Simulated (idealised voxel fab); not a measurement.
Presented below is a process module, voxel fin reveal.
For reference, the cross-section in this document is cut, with width 285 nm and square cells of 5 nm.
Bands, listed from the top down, are how a cross-section gets written in this document; the cross-section itself is a grid of square cells, and a band is one or more rows of them. Heights first: top, then bottom, in nm. Then materials, left to right, each with a width in nm. "edge to edge" on a single material: fills the band edge to edge. "empty": empty space. Beneath 0, the wafer as received is one material, and that level is where height counting begins. The lowest band goes on downward without a bottom; it is written like "0 -> down". It should be noted that a width expressed as "30->40" varies in equal increments from row to row of cells within the band, taking the value of the first number at the top row and that of the second number at the bottom row. What does "nothing was modified" mean for a step? It means no cell of the cross-section changed in that step. "Enclosed cavities" - sealed voids, min. 8 cells, no opening to top; format: width x height at distance (distance from left edge; nm throughout). Formally, on a step line, whatever follows the settings is a remark that the simulator itself makes on the step. The setting "overlay nm" may be written on the line of a step. When the step uses a mask, the value reports how far to the right of the planned place the mask lay, and a negative value reports that it lay to the left.
-- The steps planned for the process are as follows
| 1 | RECEIVE: material Si |
| 2 | CONFORMAL_DEP: material SiN, thk nm 10 |
| 3 | DIRECTIONAL_DEP: material aC, thk nm 15 |
| 4 | PATTERN: tone cover, mask id FINS, material resist, width nm 15, pitch nm 40, thk nm 30, overlay nm 0 |
| 5 | DIRECTIONAL_ETCH: etch materials aC, depth nm 15 |
| 6 | STRIP: etch materials resist |
| 7 | DIRECTIONAL_ETCH: etch materials SiN, depth nm 10 |
| 8 | DIRECTIONAL_ETCH: etch materials Si, depth nm 35 |
| 9 | STRIP: etch materials aC |
| 10 | FILL_DEP: material SiO2, thk nm 10 |
| 11 | CMP: height nm 10 |
| 12 | SELECTIVE_ETCH: etch materials SiO2, depth nm 10 |
| 13 | STRIP: etch materials SiN |
| 14 | CONFORMAL_DEP: material HfO2, thk nm 5 |
Same starting wafers, different depth nm at step 12. Plan value belongs to the first wafer.
-- First of several wafers, received after step 1, in cross-section
  0 -> down | Si edge to edge
  Enclosed cavities: none
-- Cross-sectional representation of the first of several wafers at the end of the module, i.e. after its terminal step, step 14
  5 -> 0 | HfO2 edge to edge
  0 -> -35 | SiO2 (95), then Si (15), then SiO2 (25), then Si (15), then SiO2 (25), then Si (15), then SiO2 (95)
  -35 -> down | Si edge to edge
  Enclosed cavities: none
-- Last wafer of the set, cross-sectioned at end of module
  5 -> 0 | empty (90), then HfO2 (25), then empty (15), then HfO2 (25), then empty (15), then HfO2 (25), then empty (90)
  0 -> -20 | empty (90), then HfO2 (5), then Si (15), then HfO2 (5), then empty (15), then HfO2 (5), then Si (15), then HfO2 (5), then empty (15), then HfO2 (5), then Si (15), then HfO2 (5), then empty (90)
  -20 -> -25 | HfO2 (95), then Si (15), then HfO2 (25), then Si (15), then HfO2 (25), then Si (15), then HfO2 (95)
  -25 -> -35 | SiO2 (95), then Si (15), then SiO2 (25), then Si (15), then SiO2 (25), then Si (15), then SiO2 (95)
  -35 -> down | Si edge to edge
  Enclosed cavities: none
-- Table: wafers, a row each; end-of-module cell change per material since receipt, gain (+), loss (-); then closed voids
depth nm 10; +57 HfO2; -336 Si; +336 SiO2; Enclosed cavities: none
depth nm 15; +63 HfO2; -336 Si; +288 SiO2; Enclosed cavities: none
depth nm 20; +69 HfO2; -336 Si; +240 SiO2; Enclosed cavities: none
depth nm 25; +75 HfO2; -336 Si; +192 SiO2; Enclosed cavities: none
depth nm 30; +81 HfO2; -336 Si; +144 SiO2; Enclosed cavities: none
depth nm 35; +87 HfO2; -336 Si; +96 SiO2; Enclosed cavities: none
